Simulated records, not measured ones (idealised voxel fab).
Title: Process Module voxel wiring stack
cross-section cut | 210 nm wide | cells 5 nm
Think of the cross-section as a grid of square cells. We describe it in bands, top to bottom, and each band covers one or more rows of those cells. A band entry consists of two parts. The first gives the height of the band's top and the height of its bottom, in nm. The rest lists the band's materials from left to right, each with its width in nm. A single material labelled with the word "throughout" fills the band from edge to edge, and the word "air" marks empty space. All heights in this document are referenced to 0, defined as the level beneath which the wafer, as received, consists entirely of one material. The lowest band is not bounded below; it extends indefinitely downward and is written in the form "0 nm and below". Think of "30 to 40" as a width that walks from the first number to the second as you go down the band, top row to bottom row, taking equal-sized steps from row to row. "stayed the same" (step): cross-section cells unchanged, all of them. The label "Enclosed void catalog" introduces a list of the empty spaces, 8 cells or larger, that have no open way up to the top; each entry in it reads width x height at distance, where the distance is taken from the left edge and all three are stated in nm. Formally, on a step line, whatever follows the settings is a remark that the simulator itself makes on the step. The line of a step may include "overlay nm". On a step with a mask, this value is how far to the right of its planned place the mask lay. A negative value means the mask lay to the left.

Process steps (planned):
- 1: op RECEIVE | material Si
- 2: op CONFORMAL_DEP | material SiO2 | thk nm 15
- 3: op DIRECTIONAL_DEP | material TiN | thk nm 5
- 4: op DIRECTIONAL_DEP | material W | thk nm 25
- 5: op DIRECTIONAL_DEP | material aC | thk nm 10
- 6: op PATTERN | tone cover | mask id METAL_1 | material resist | width nm 30 | pitch nm 50 | thk nm 30 | overlay nm 0
- 7: op DIRECTIONAL_ETCH | etch materials aC | depth nm 10
- 8: op STRIP | etch materials resist
- 9: op DIRECTIONAL_ETCH | etch materials W | depth nm 25
- 10: op DIRECTIONAL_ETCH | etch materials TiN | depth nm 5
- 11: op STRIP | etch materials aC
- 12: op CONFORMAL_DEP | material SiCN | thk nm 5
- 13: op FILL_DEP | material lowk | thk nm 10
- 14: op CMP | height nm 45
- 15: op CONFORMAL_DEP | material SiCN | thk nm 5
- 16: op DIRECTIONAL_DEP | material lowk | thk nm 20
- 17: op DIRECTIONAL_DEP | material aC | thk nm 10
- 18: op PATTERN | tone open | mask id PLUG_1 | material resist | width nm 15 | pitch nm 100 | thk nm 25 | overlay nm 0
- 19: op DIRECTIONAL_ETCH | etch materials aC | depth nm 10
- 20: op STRIP | etch materials resist
- 21: op DIRECTIONAL_ETCH | etch materials lowk | depth nm 20
- 22: op DIRECTIONAL_ETCH | etch materials SiCN | depth nm 5
- 23: op STRIP | etch materials aC
- 24: op EPI | material Ru | thk nm 10
- 25: op EPI | material Ru | thk nm 10
- 26: op EPI | material Ru | thk nm 5
- 27: op CONFORMAL_DEP | material SiCN | thk nm 5
- 28: op DIRECTIONAL_DEP | material SiO2 | thk nm 25
- 29: op PATTERN | tone open | mask id METAL_2 | material resist | width nm 30 | pitch nm 50 | thk nm 20 | overlay nm 0
- 30: op DIRECTIONAL_ETCH | etch materials SiO2 | depth nm 25
- 31: op DIRECTIONAL_ETCH | etch materials SiCN | depth nm 5
- 32: op STRIP | etch materials resist
- 33: op CONFORMAL_DEP | material TiN | thk nm 5
- 34: op FILL_DEP | material Ru | thk nm 10
- 35: op CMP | height nm 100
- 36: op CONFORMAL_DEP | material SiCN | thk nm 5
- 37: op DIRECTIONAL_DEP | material SiO2 | thk nm 30
- 38: op PATTERN | tone open | mask id METAL_3 | material resist | width nm 30 | pitch nm 50 | thk nm 20 | overlay nm 0
- 39: op DIRECTIONAL_ETCH | etch materials SiO2 | depth nm 20
- 40: op STRIP | etch materials resist
- 41: op MASKED_ETCH | tone open | mask id METAL_3_HOLES | width nm 15 | pitch nm 50 | etch materials SiO2 | depth nm 10 | overlay nm 0
- 42: op MASKED_ETCH | tone open | mask id METAL_3_HOLES | width nm 15 | pitch nm 50 | etch materials SiCN | depth nm 5 | overlay nm 0
- 43: op CONFORMAL_DEP | material TiN | thk nm 5
- 44: op FILL_DEP | material Cu | thk nm 5
- 45: op CMP | height nm 135
- 46: op CONFORMAL_DEP | material SiCN | thk nm 5

First of two wafers, with the run carried out as planned:

Step 1 complete: cross-section of the wafer as received:
  0 nm and below = Si throughout
  Enclosed void catalog: none

Take a look at the wafer's cross-section after step 2:
  15 nm to 0 nm = SiO2 throughout
  Nothing below the height 0 has changed.

Take a look at the wafer's cross-section after step 3:
  20 nm to 15 nm = TiN throughout
  Nothing below the height 15 has changed.

Take a look at the wafer's cross-section after step 4:
  45 nm to 20 nm = W throughout
  Nothing below the height 20 has changed.

Take a look at the wafer's cross-section after step 5:
  55 nm to 45 nm = aC throughout
  Nothing below the height 45 has changed.

Take a look at the wafer's cross-section after step 6:
  85 nm to 55 nm = 40 air, then 30 resist, then 20 air, then 30 resist, then 20 air, then 30 resist, then 40 air
  Nothing below the height 55 has changed.

Take a look at the wafer's cross-section after step 7:
  75 nm to 55 nm = 40 air, then 30 resist, then 20 air, then 30 resist, then 20 air, then 30 resist, then 40 air
  55 nm to 45 nm = 40 air, then 30 aC, then 20 air, then 30 aC, then 20 air, then 30 aC, then 40 air
  Nothing below the height 45 has changed.

Take a look at the wafer's cross-section after step 8:
  55 nm to 45 nm = 40 air, then 30 aC, then 20 air, then 30 aC, then 20 air, then 30 aC, then 40 air
  Nothing below the height 45 has changed.

Take a look at the wafer's cross-section after step 9:
  55 nm to 45 nm = 40 air, then 30 aC, then 20 air, then 30 aC, then 20 air, then 30 aC, then 40 air
  45 nm to 20 nm = 40 air, then 30 W, then 20 air, then 30 W, then 20 air, then 30 W, then 40 air
  Nothing below the height 20 has changed.

Take a look at the wafer's cross-section after step 10:
  55 nm to 45 nm = 40 air, then 30 aC, then 20 air, then 30 aC, then 20 air, then 30 aC, then 40 air
  45 nm to 20 nm = 40 air, then 30 W, then 20 air, then 30 W, then 20 air, then 30 W, then 40 air
  20 nm to 15 nm = 40 air, then 30 TiN, then 20 air, then 30 TiN, then 20 air, then 30 TiN, then 40 air
  Nothing below the height 15 has changed.

Take a look at the wafer's cross-section after step 11:
  45 nm to 20 nm = 40 air, then 30 W, then 20 air, then 30 W, then 20 air, then 30 W, then 40 air
  Nothing below the height 20 has changed.

Take a look at the wafer's cross-section after step 12:
  50 nm to 45 nm = 35 air, then 40 SiCN, then 10 air, then 40 SiCN, then 10 air, then 40 SiCN, then 35 air
  45 nm to 20 nm = 35 air, then 5 SiCN, then 30 W, then 5 SiCN, then 10 air, then 5 SiCN, then 30 W, then 5 SiCN, then 10 air, then 5 SiCN, then 30 W, then 5 SiCN, then 35 air
  20 nm to 15 nm = 40 SiCN, then 30 TiN, then 20 SiCN, then 30 TiN, then 20 SiCN, then 30 TiN, then 40 SiCN
  Nothing below the height 15 has changed.

Take a look at the wafer's cross-section after step 13:
  60 nm to 50 nm = lowk throughout
  50 nm to 45 nm = 35 lowk, then 40 SiCN, then 10 lowk, then 40 SiCN, then 10 lowk, then 40 SiCN, then 35 lowk
  45 nm to 20 nm = 35 lowk, then 5 SiCN, then 30 W, then 5 SiCN, then 10 lowk, then 5 SiCN, then 30 W, then 5 SiCN, then 10 lowk, then 5 SiCN, then 30 W, then 5 SiCN, then 35 lowk
  Nothing below the height 20 has changed.

Take a look at the wafer's cross-section after step 14:
  45 nm to 20 nm = 35 lowk, then 5 SiCN, then 30 W, then 5 SiCN, then 10 lowk, then 5 SiCN, then 30 W, then 5 SiCN, then 10 lowk, then 5 SiCN, then 30 W, then 5 SiCN, then 35 lowk
  Nothing below the height 20 has changed.

Take a look at the wafer's cross-section after step 15:
  50 nm to 45 nm = SiCN throughout
  Nothing below the height 45 has changed.

Take a look at the wafer's cross-section after step 16:
  70 nm to 50 nm = lowk throughout
  Nothing below the height 50 has changed.

Take a look at the wafer's cross-section after step 17:
  80 nm to 70 nm = aC throughout
  Nothing below the height 70 has changed.

Take a look at the wafer's cross-section after step 18:
  105 nm to 80 nm = 40 resist, then 15 air, then 85 resist, then 15 air, then 55 resist
  Nothing below the height 80 has changed.

Take a look at the wafer's cross-section after step 19:
  95 nm to 80 nm = 40 resist, then 15 air, then 85 resist, then 15 air, then 55 resist
  80 nm to 70 nm = 40 aC, then 15 air, then 85 aC, then 15 air, then 55 aC
  Nothing below the height 70 has changed.

Take a look at the wafer's cross-section after step 20:
  80 nm to 70 nm = 40 aC, then 15 air, then 85 aC, then 15 air, then 55 aC
  Nothing below the height 70 has changed.

Take a look at the wafer's cross-section after step 21:
  80 nm to 70 nm = 40 aC, then 15 air, then 85 aC, then 15 air, then 55 aC
  70 nm to 50 nm = 40 lowk, then 15 air, then 85 lowk, then 15 air, then 55 lowk
  Nothing below the height 50 has changed.

Take a look at the wafer's cross-section after step 22:
  80 nm to 70 nm = 40 aC, then 15 air, then 85 aC, then 15 air, then 55 aC
  70 nm to 50 nm = 40 lowk, then 15 air, then 85 lowk, then 15 air, then 55 lowk
  50 nm to 45 nm = 40 SiCN, then 15 air, then 85 SiCN, then 15 air, then 55 SiCN
  Nothing below the height 45 has changed.

Take a look at the wafer's cross-section after step 23:
  70 nm to 50 nm = 40 lowk, then 15 air, then 85 lowk, then 15 air, then 55 lowk
  Nothing below the height 50 has changed.

Take a look at the wafer's cross-section after step 24:
  70 nm to 55 nm = 40 lowk, then 15 air, then 85 lowk, then 15 air, then 55 lowk
  55 nm to 50 nm = 40 lowk, then 15 Ru, then 85 lowk, then 15 Ru, then 55 lowk
  50 nm to 45 nm = 40 SiCN, then 15 Ru, then 85 SiCN, then 15 Ru, then 55 SiCN
  Nothing below the height 45 has changed.

Take a look at the wafer's cross-section after step 25:
  70 nm to 65 nm = 40 lowk, then 15 air, then 85 lowk, then 15 air, then 55 lowk
  65 nm to 50 nm = 40 lowk, then 15 Ru, then 85 lowk, then 15 Ru, then 55 lowk
  Nothing below the height 50 has changed.

Take a look at the wafer's cross-section after step 26:
  70 nm to 50 nm = 40 lowk, then 15 Ru, then 85 lowk, then 15 Ru, then 55 lowk
  Nothing below the height 50 has changed.

Take a look at the wafer's cross-section after step 27:
  75 nm to 70 nm = SiCN throughout
  Nothing below the height 70 has changed.

Take a look at the wafer's cross-section after step 28:
  100 nm to 75 nm = SiO2 throughout
  Nothing below the height 75 has changed.

Take a look at the wafer's cross-section after step 29:
  120 nm to 100 nm = 40 resist, then 30 air, then 20 resist, then 30 air, then 20 resist, then 30 air, then 40 resist
  Nothing below the height 100 has changed.

Take a look at the wafer's cross-section after step 30:
  120 nm to 100 nm = 40 resist, then 30 air, then 20 resist, then 30 air, then 20 resist, then 30 air, then 40 resist
  100 nm to 75 nm = 40 SiO2, then 30 air, then 20 SiO2, then 30 air, then 20 SiO2, then 30 air, then 40 SiO2
  Nothing below the height 75 has changed.

Take a look at the wafer's cross-section after step 31:
  120 nm to 100 nm = 40 resist, then 30 air, then 20 resist, then 30 air, then 20 resist, then 30 air, then 40 resist
  100 nm to 75 nm = 40 SiO2, then 30 air, then 20 SiO2, then 30 air, then 20 SiO2, then 30 air, then 40 SiO2
  75 nm to 70 nm = 40 SiCN, then 30 air, then 20 SiCN, then 30 air, then 20 SiCN, then 30 air, then 40 SiCN
  Nothing below the height 70 has changed.

Take a look at the wafer's cross-section after step 32:
  100 nm to 75 nm = 40 SiO2, then 30 air, then 20 SiO2, then 30 air, then 20 SiO2, then 30 air, then 40 SiO2
  Nothing below the height 75 has changed.

Take a look at the wafer's cross-section after step 33:
  105 nm to 100 nm = 45 TiN, then 20 air, then 30 TiN, then 20 air, then 30 TiN, then 20 air, then 45 TiN
  100 nm to 75 nm = 40 SiO2, then 5 TiN, then 20 air, then 5 TiN, then 20 SiO2, then 5 TiN, then 20 air, then 5 TiN, then 20 SiO2, then 5 TiN, then 20 air, then 5 TiN, then 40 SiO2
  75 nm to 70 nm = 40 SiCN, then 30 TiN, then 20 SiCN, then 30 TiN, then 20 SiCN, then 30 TiN, then 40 SiCN
  Nothing below the height 70 has changed.

Take a look at the wafer's cross-section after step 34:
  115 nm to 105 nm = Ru throughout
  105 nm to 100 nm = 45 TiN, then 20 Ru, then 30 TiN, then 20 Ru, then 30 TiN, then 20 Ru, then 45 TiN
  100 nm to 75 nm = 40 SiO2, then 5 TiN, then 20 Ru, then 5 TiN, then 20 SiO2, then 5 TiN, then 20 Ru, then 5 TiN, then 20 SiO2, then 5 TiN, then 20 Ru, then 5 TiN, then 40 SiO2
  Nothing below the height 75 has changed.

Take a look at the wafer's cross-section after step 35:
  100 nm to 75 nm = 40 SiO2, then 5 TiN, then 20 Ru, then 5 TiN, then 20 SiO2, then 5 TiN, then 20 Ru, then 5 TiN, then 20 SiO2, then 5 TiN, then 20 Ru, then 5 TiN, then 40 SiO2
  Nothing below the height 75 has changed.

Take a look at the wafer's cross-section after step 36:
  105 nm to 100 nm = SiCN throughout
  Nothing below the height 100 has changed.

Take a look at the wafer's cross-section after step 37:
  135 nm to 105 nm = SiO2 throughout
  Nothing below the height 105 has changed.

Take a look at the wafer's cross-section after step 38:
  155 nm to 135 nm = 40 resist, then 30 air, then 20 resist, then 30 air, then 20 resist, then 30 air, then 40 resist
  Nothing below the height 135 has changed.

Take a look at the wafer's cross-section after step 39:
  155 nm to 135 nm = 40 resist, then 30 air, then 20 resist, then 30 air, then 20 resist, then 30 air, then 40 resist
  135 nm to 115 nm = 40 SiO2, then 30 air, then 20 SiO2, then 30 air, then 20 SiO2, then 30 air, then 40 SiO2
  Nothing below the height 115 has changed.

Take a look at the wafer's cross-section after step 40:
  135 nm to 115 nm = 40 SiO2, then 30 air, then 20 SiO2, then 30 air, then 20 SiO2, then 30 air, then 40 SiO2
  Nothing below the height 115 has changed.

Take a look at the wafer's cross-section after step 41:
  135 nm to 115 nm = 40 SiO2, then 30 air, then 20 SiO2, then 30 air, then 20 SiO2, then 30 air, then 40 SiO2
  115 nm to 105 nm = 40 SiO2, then 15 air, then 35 SiO2, then 15 air, then 35 SiO2, then 15 air, then 55 SiO2
  Nothing below the height 105 has changed.

Take a look at the wafer's cross-section after step 42:
  135 nm to 115 nm = 40 SiO2, then 30 air, then 20 SiO2, then 30 air, then 20 SiO2, then 30 air, then 40 SiO2
  115 nm to 105 nm = 40 SiO2, then 15 air, then 35 SiO2, then 15 air, then 35 SiO2, then 15 air, then 55 SiO2
  105 nm to 100 nm = 40 SiCN, then 15 air, then 35 SiCN, then 15 air, then 35 SiCN, then 15 air, then 55 SiCN
  Nothing below the height 100 has changed.

Take a look at the wafer's cross-section after step 43:
  140 nm to 135 nm = 45 TiN, then 20 air, then 30 TiN, then 20 air, then 30 TiN, then 20 air, then 45 TiN
  135 nm to 120 nm = 40 SiO2, then 5 TiN, then 20 air, then 5 TiN, then 20 SiO2, then 5 TiN, then 20 air, then 5 TiN, then 20 SiO2, then 5 TiN, then 20 air, then 5 TiN, then 40 SiO2
  120 nm to 115 nm = 40 SiO2, then 5 TiN, then 5 air, then 20 TiN, then 20 SiO2, then 5 TiN, then 5 air, then 20 TiN, then 20 SiO2, then 5 TiN, then 5 air, then 20 TiN, then 40 SiO2
  115 nm to 105 nm = 40 SiO2, then 5 TiN, then 5 air, then 5 TiN, then 35 SiO2, then 5 TiN, then 5 air, then 5 TiN, then 35 SiO2, then 5 TiN, then 5 air, then 5 TiN, then 55 SiO2
  105 nm to 100 nm = 40 SiCN, then 15 TiN, then 35 SiCN, then 15 TiN, then 35 SiCN, then 15 TiN, then 55 SiCN
  Nothing below the height 100 has changed.

Take a look at the wafer's cross-section after step 44:
  145 nm to 140 nm = Cu throughout
  140 nm to 135 nm = 45 TiN, then 20 Cu, then 30 TiN, then 20 Cu, then 30 TiN, then 20 Cu, then 45 TiN
  135 nm to 120 nm = 40 SiO2, then 5 TiN, then 20 Cu, then 5 TiN, then 20 SiO2, then 5 TiN, then 20 Cu, then 5 TiN, then 20 SiO2, then 5 TiN, then 20 Cu, then 5 TiN, then 40 SiO2
  120 nm to 115 nm = 40 SiO2, then 5 TiN, then 5 Cu, then 20 TiN, then 20 SiO2, then 5 TiN, then 5 Cu, then 20 TiN, then 20 SiO2, then 5 TiN, then 5 Cu, then 20 TiN, then 40 SiO2
  115 nm to 105 nm = 40 SiO2, then 5 TiN, then 5 Cu, then 5 TiN, then 35 SiO2, then 5 TiN, then 5 Cu, then 5 TiN, then 35 SiO2, then 5 TiN, then 5 Cu, then 5 TiN, then 55 SiO2
  Nothing below the height 105 has changed.

Take a look at the wafer's cross-section after step 45:
  135 nm to 120 nm = 40 SiO2, then 5 TiN, then 20 Cu, then 5 TiN, then 20 SiO2, then 5 TiN, then 20 Cu, then 5 TiN, then 20 SiO2, then 5 TiN, then 20 Cu, then 5 TiN, then 40 SiO2
  Nothing below the height 120 has changed.

Take a look at the wafer's cross-section after step 46:
  140 nm to 135 nm = SiCN throughout
  Nothing below the height 135 has changed.

Second wafer. Start and plan as for the first. One mistake made in running. Agrees with the first up to and including step 26:

At the planned end of step 27, the second wafer in cross-section: stayed the same

At the planned end of step 28, the second wafer in cross-section:
  95 nm to 70 nm = SiO2 throughout
  Nothing below the height 70 has changed.

At the planned end of step 29, the second wafer in cross-section:
  115 nm to 95 nm = 40 resist, then 30 air, then 20 resist, then 30 air, then 20 resist, then 30 air, then 40 resist
  Nothing below the height 95 has changed.

At the planned end of step 30, the second wafer in cross-section:
  115 nm to 95 nm = 40 resist, then 30 air, then 20 resist, then 30 air, then 20 resist, then 30 air, then 40 resist
  95 nm to 70 nm = 40 SiO2, then 30 air, then 20 SiO2, then 30 air, then 20 SiO2, then 30 air, then 40 SiO2
  Nothing below the height 70 has changed.

At the planned end of step 31, the second wafer in cross-section: stayed the same

At the planned end of step 32, the second wafer in cross-section:
  95 nm to 70 nm = 40 SiO2, then 30 air, then 20 SiO2, then 30 air, then 20 SiO2, then 30 air, then 40 SiO2
  Nothing below the height 70 has changed.

At the planned end of step 33, the second wafer in cross-section:
  100 nm to 95 nm = 45 TiN, then 20 air, then 30 TiN, then 20 air, then 30 TiN, then 20 air, then 45 TiN
  95 nm to 75 nm = 40 SiO2, then 5 TiN, then 20 air, then 5 TiN, then 20 SiO2, then 5 TiN, then 20 air, then 5 TiN, then 20 SiO2, then 5 TiN, then 20 air, then 5 TiN, then 40 SiO2
  75 nm to 70 nm = 40 SiO2, then 30 TiN, then 20 SiO2, then 30 TiN, then 20 SiO2, then 30 TiN, then 40 SiO2
  Nothing below the height 70 has changed.

At the planned end of step 34, the second wafer in cross-section:
  110 nm to 100 nm = Ru throughout
  100 nm to 95 nm = 45 TiN, then 20 Ru, then 30 TiN, then 20 Ru, then 30 TiN, then 20 Ru, then 45 TiN
  95 nm to 75 nm = 40 SiO2, then 5 TiN, then 20 Ru, then 5 TiN, then 20 SiO2, then 5 TiN, then 20 Ru, then 5 TiN, then 20 SiO2, then 5 TiN, then 20 Ru, then 5 TiN, then 40 SiO2
  Nothing below the height 75 has changed.

At the planned end of step 35, the second wafer in cross-section:
  100 nm to 95 nm = 45 TiN, then 20 Ru, then 30 TiN, then 20 Ru, then 30 TiN, then 20 Ru, then 45 TiN
  Nothing below the height 95 has changed.

At the planned end of step 36, the second wafer in cross-section:
  105 nm to 100 nm = SiCN throughout
  Nothing below the height 100 has changed.

At the planned end of step 37, the second wafer in cross-section:
  135 nm to 105 nm = SiO2 throughout
  Nothing below the height 105 has changed.

At the planned end of step 38, the second wafer in cross-section:
  155 nm to 135 nm = 40 resist, then 30 air, then 20 resist, then 30 air, then 20 resist, then 30 air, then 40 resist
  Nothing below the height 135 has changed.

At the planned end of step 39, the second wafer in cross-section:
  155 nm to 135 nm = 40 resist, then 30 air, then 20 resist, then 30 air, then 20 resist, then 30 air, then 40 resist
  135 nm to 115 nm = 40 SiO2, then 30 air, then 20 SiO2, then 30 air, then 20 SiO2, then 30 air, then 40 SiO2
  Nothing below the height 115 has changed.

At the planned end of step 40, the second wafer in cross-section:
  135 nm to 115 nm = 40 SiO2, then 30 air, then 20 SiO2, then 30 air, then 20 SiO2, then 30 air, then 40 SiO2
  Nothing below the height 115 has changed.

At the planned end of step 41, the second wafer in cross-section:
  135 nm to 115 nm = 40 SiO2, then 30 air, then 20 SiO2, then 30 air, then 20 SiO2, then 30 air, then 40 SiO2
  115 nm to 105 nm = 40 SiO2, then 15 air, then 35 SiO2, then 15 air, then 35 SiO2, then 15 air, then 55 SiO2
  Nothing below the height 105 has changed.

At the planned end of step 42, the second wafer in cross-section:
  135 nm to 115 nm = 40 SiO2, then 30 air, then 20 SiO2, then 30 air, then 20 SiO2, then 30 air, then 40 SiO2
  115 nm to 105 nm = 40 SiO2, then 15 air, then 35 SiO2, then 15 air, then 35 SiO2, then 15 air, then 55 SiO2
  105 nm to 100 nm = 40 SiCN, then 15 air, then 35 SiCN, then 15 air, then 35 SiCN, then 15 air, then 55 SiCN
  Nothing below the height 100 has changed.

At the planned end of step 43, the second wafer in cross-section:
  140 nm to 135 nm = 45 TiN, then 20 air, then 30 TiN, then 20 air, then 30 TiN, then 20 air, then 45 TiN
  135 nm to 120 nm = 40 SiO2, then 5 TiN, then 20 air, then 5 TiN, then 20 SiO2, then 5 TiN, then 20 air, then 5 TiN, then 20 SiO2, then 5 TiN, then 20 air, then 5 TiN, then 40 SiO2
  120 nm to 115 nm = 40 SiO2, then 5 TiN, then 5 air, then 20 TiN, then 20 SiO2, then 5 TiN, then 5 air, then 20 TiN, then 20 SiO2, then 5 TiN, then 5 air, then 20 TiN, then 40 SiO2
  115 nm to 105 nm = 40 SiO2, then 5 TiN, then 5 air, then 5 TiN, then 35 SiO2, then 5 TiN, then 5 air, then 5 TiN, then 35 SiO2, then 5 TiN, then 5 air, then 5 TiN, then 55 SiO2
  105 nm to 100 nm = 40 SiCN, then 15 TiN, then 35 SiCN, then 15 TiN, then 35 SiCN, then 15 TiN, then 55 SiCN
  Nothing below the height 100 has changed.

At the planned end of step 44, the second wafer in cross-section:
  145 nm to 140 nm = Cu throughout
  140 nm to 135 nm = 45 TiN, then 20 Cu, then 30 TiN, then 20 Cu, then 30 TiN, then 20 Cu, then 45 TiN
  135 nm to 120 nm = 40 SiO2, then 5 TiN, then 20 Cu, then 5 TiN, then 20 SiO2, then 5 TiN, then 20 Cu, then 5 TiN, then 20 SiO2, then 5 TiN, then 20 Cu, then 5 TiN, then 40 SiO2
  120 nm to 115 nm = 40 SiO2, then 5 TiN, then 5 Cu, then 20 TiN, then 20 SiO2, then 5 TiN, then 5 Cu, then 20 TiN, then 20 SiO2, then 5 TiN, then 5 Cu, then 20 TiN, then 40 SiO2
  115 nm to 105 nm = 40 SiO2, then 5 TiN, then 5 Cu, then 5 TiN, then 35 SiO2, then 5 TiN, then 5 Cu, then 5 TiN, then 35 SiO2, then 5 TiN, then 5 Cu, then 5 TiN, then 55 SiO2
  Nothing below the height 105 has changed.

At the planned end of step 45, the second wafer in cross-section:
  135 nm to 120 nm = 40 SiO2, then 5 TiN, then 20 Cu, then 5 TiN, then 20 SiO2, then 5 TiN, then 20 Cu, then 5 TiN, then 20 SiO2, then 5 TiN, then 20 Cu, then 5 TiN, then 40 SiO2
  Nothing below the height 120 has changed.

At the planned end of step 46, the second wafer in cross-section:
  140 nm to 135 nm = SiCN throughout
  Nothing below the height 135 has changed.
What broke from the plan during processing? plan step 27: skipped, not run
The second wafer ends with more or fewer cells of some materials than the first, per final count: SiCN: 24 fewer; TiN: 24 more
